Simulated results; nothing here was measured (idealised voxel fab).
process module | voxel transistor to metal
cross-section cut | 160 nm wide | cells 5 nm
A cross-section is a grid of square cells, given in bands from the top down. A band is one or more rows of cells.
Each band's line starts with the height of the band's top and of its bottom, in nm. Then come its materials from left to right, each with its width in nm. One material with "throughout" fills the band from edge to edge. "air" is empty space.
Height 0 is the level under which the wafer as received is all one material. The lowest band goes on downwards, as in "0 down".
A width such as "30 to 40" changes by the same amount from each row of cells to the next, from the band's top row to its bottom row.
"no change" after a step means that no cell of the cross-section changed.
closed voids: empty space of 8 cells or more with no open way to the top, each as width x height at its distance from the left edge, in nm
after a step's settings: what the simulator itself notes on the step
overlay nm, on a step with a mask: how far to the right of its planned place the mask lay; to the left if negative
plan
1 op RECEIVE | material Si
2 op CONFORMAL_DEP | material SiO2 | thk nm 5
3 op CONFORMAL_DEP | material SiN | thk nm 15
4 op DIRECTIONAL_DEP | material aC | thk nm 10
5 op PATTERN | tone cover | mask id ACTIVE | material resist | width nm 90 | thk nm 30 | overlay nm 0
6 op DIRECTIONAL_ETCH | etch materials aC | depth nm 10
7 op STRIP | etch materials resist
8 op DIRECTIONAL_ETCH | etch materials SiN | depth nm 15
9 op DIRECTIONAL_ETCH | etch materials SiO2 | depth nm 5
10 op DIRECTIONAL_ETCH | etch materials Si | depth nm 35
11 op STRIP | etch materials aC
12 op FILL_DEP | material SiO2 | thk nm 5
13 op CMP | height nm 20
14 op SELECTIVE_ETCH | etch materials SiO2 | depth nm 10
15 op STRIP | etch materials SiN
16 op SELECTIVE_ETCH | etch materials SiO2 | depth nm 5
17 op OXIDIZE | depth nm 5
18 op DIRECTIONAL_DEP | material polySi | thk nm 20
19 op DIRECTIONAL_DEP | material SiCN | thk nm 10
20 op PATTERN | tone cover | mask id GATE | material resist | width nm 20 | thk nm 20 | overlay nm 0
21 op DIRECTIONAL_ETCH | etch materials SiCN | depth nm 20
22 op DIRECTIONAL_ETCH | etch materials polySi | depth nm 30
23 op STRIP | etch materials resist
24 op CONFORMAL_DEP | material SiN | thk nm 5
25 op DIRECTIONAL_ETCH | etch materials SiN | depth nm 5
26 op DIRECTIONAL_ETCH | etch materials SiO2 | depth nm 5
27 op DIRECTIONAL_ETCH | etch materials Si | depth nm 10
28 op EPI | material SiGe | thk nm 10
29 op FILL_DEP | material SiO2 | thk nm 10
30 op CMP | height nm 30
31 op DIRECTIONAL_DEP | material SiO2 | thk nm 15
32 op MASKED_ETCH | tone open | mask id CONTACT | width nm 15 | pitch nm 65 | etch materials SiO2 | depth nm 50 | overlay nm 0
33 op CONFORMAL_DEP | material TiN | thk nm 5
34 op FILL_DEP | material W | thk nm 5
35 op CMP | height nm 45
36 op DIRECTIONAL_DEP | material TiN | thk nm 5
37 op DIRECTIONAL_DEP | material Ru | thk nm 15
38 op MASKED_ETCH | tone cover | mask id METAL_1 | width nm 15 | pitch nm 65 | etch materials Ru | depth nm 15 | overlay nm 0
39 op MASKED_ETCH | tone cover | mask id METAL_1 | width nm 15 | pitch nm 65 | etch materials TiN | depth nm 5 | overlay nm 0
40 op FILL_DEP | material lowk | thk nm 5
41 op CMP | height nm 65
42 op CONFORMAL_DEP | material SiCN | thk nm 5
43 op DIRECTIONAL_DEP | material lowk | thk nm 25
44 op MASKED_ETCH | tone open | mask id METAL_2 | width nm 15 | pitch nm 65 | etch materials lowk | depth nm 15 | overlay nm 0
45 op PATTERN | tone open | mask id METAL_2_HOLES | material resist | width nm 15 | pitch nm 65 | thk nm 20 | overlay nm 0
46 op DIRECTIONAL_ETCH | etch materials lowk | depth nm 10
47 op DIRECTIONAL_ETCH | etch materials SiCN | depth nm 5
48 op STRIP | etch materials resist
49 op CONFORMAL_DEP | material TiN | thk nm 5
50 op FILL_DEP | material Cu | thk nm 10
51 op CMP | height nm 95
52 op CONFORMAL_DEP | material SiCN | thk nm 5
as received, after step 1
  0 down: Si throughout
  closed voids: none
first wafer at the end, as planned
  100 to 95: SiCN throughout
  95 to 70: lowk 40 | TiN 5 | Cu 5 | TiN 5 | lowk 50 | TiN 5 | Cu 5 | TiN 5 | lowk 40
  70 to 65: SiCN 40 | TiN 15 | SiCN 50 | TiN 15 | SiCN 40
  65 to 50: lowk 40 | Ru 15 | lowk 50 | Ru 15 | lowk 40
  50 to 45: lowk 40 | TiN 15 | lowk 50 | TiN 15 | lowk 40
  45 to 30: SiO2 40 | TiN 5 | W 5 | TiN 5 | SiO2 50 | TiN 5 | W 5 | TiN 5 | SiO2 40
  30 to 20: SiO2 40 | TiN 5 | W 5 | TiN 5 | SiO2 10 | SiN 5 | SiCN 20 | SiN 5 | SiO2 10 | TiN 5 | W 5 | TiN 5 | SiO2 40
  20 to 5: SiO2 40 | TiN 5 | W 5 | TiN 5 | SiO2 10 | SiN 5 | polySi 20 | SiN 5 | SiO2 10 | TiN 5 | W 5 | TiN 5 | SiO2 40
  5 to 0: SiO2 30 | SiN 5 | SiO2 5 | TiN 5 | W 5 | TiN 5 | SiGe 10 | SiN 5 | polySi 20 | SiN 5 | SiGe 10 | TiN 5 | W 5 | TiN 5 | SiO2 5 | SiN 5 | SiO2 30
  0 to -5: SiO2 40 | TiN 15 | SiGe 10 | SiO2 30 | SiGe 10 | TiN 15 | SiO2 40
  -5 to -15: SiO2 35 | SiGe 30 | Si 30 | SiGe 30 | SiO2 35
  -15 to -35: SiO2 35 | Si 90 | SiO2 35
  -35 down: Si throughout
  closed voids: none
second wafer at the end: like start, like plan, one mistake
  95 to 90: SiCN throughout
  90 to 70: lowk 40 | TiN 5 | Cu 5 | TiN 5 | lowk 50 | TiN 5 | Cu 5 | TiN 5 | lowk 40
  70 to 65: SiCN 40 | TiN 15 | SiCN 50 | TiN 15 | SiCN 40
  65 to 50: lowk 40 | Ru 15 | lowk 50 | Ru 15 | lowk 40
  50 to 45: lowk 40 | TiN 15 | lowk 50 | TiN 15 | lowk 40
  45 to 30: SiO2 40 | TiN 5 | W 5 | TiN 5 | SiO2 50 | TiN 5 | W 5 | TiN 5 | SiO2 40
  30 to 20: SiO2 40 | TiN 5 | W 5 | TiN 5 | SiO2 10 | SiN 5 | SiCN 20 | SiN 5 | SiO2 10 | TiN 5 | W 5 | TiN 5 | SiO2 40
  20 to 5: SiO2 40 | TiN 5 | W 5 | TiN 5 | SiO2 10 | SiN 5 | polySi 20 | SiN 5 | SiO2 10 | TiN 5 | W 5 | TiN 5 | SiO2 40
  5 to 0: SiO2 30 | SiN 5 | SiO2 5 | TiN 5 | W 5 | TiN 5 | SiGe 10 | SiN 5 | polySi 20 | SiN 5 | SiGe 10 | TiN 5 | W 5 | TiN 5 | SiO2 5 | SiN 5 | SiO2 30
  0 to -5: SiO2 40 | TiN 15 | SiGe 10 | SiO2 30 | SiGe 10 | TiN 15 | SiO2 40
  -5 to -15: SiO2 35 | SiGe 30 | Si 30 | SiGe 30 | SiO2 35
  -15 to -35: SiO2 35 | Si 90 | SiO2 35
  -35 down: Si throughout
  closed voids: none
what went wrong: step 51 ran as: op CMP | height nm 90
at the end the second wafer has, in cells: 2 fewer of Cu | 4 fewer of TiN | 26 fewer of lowk
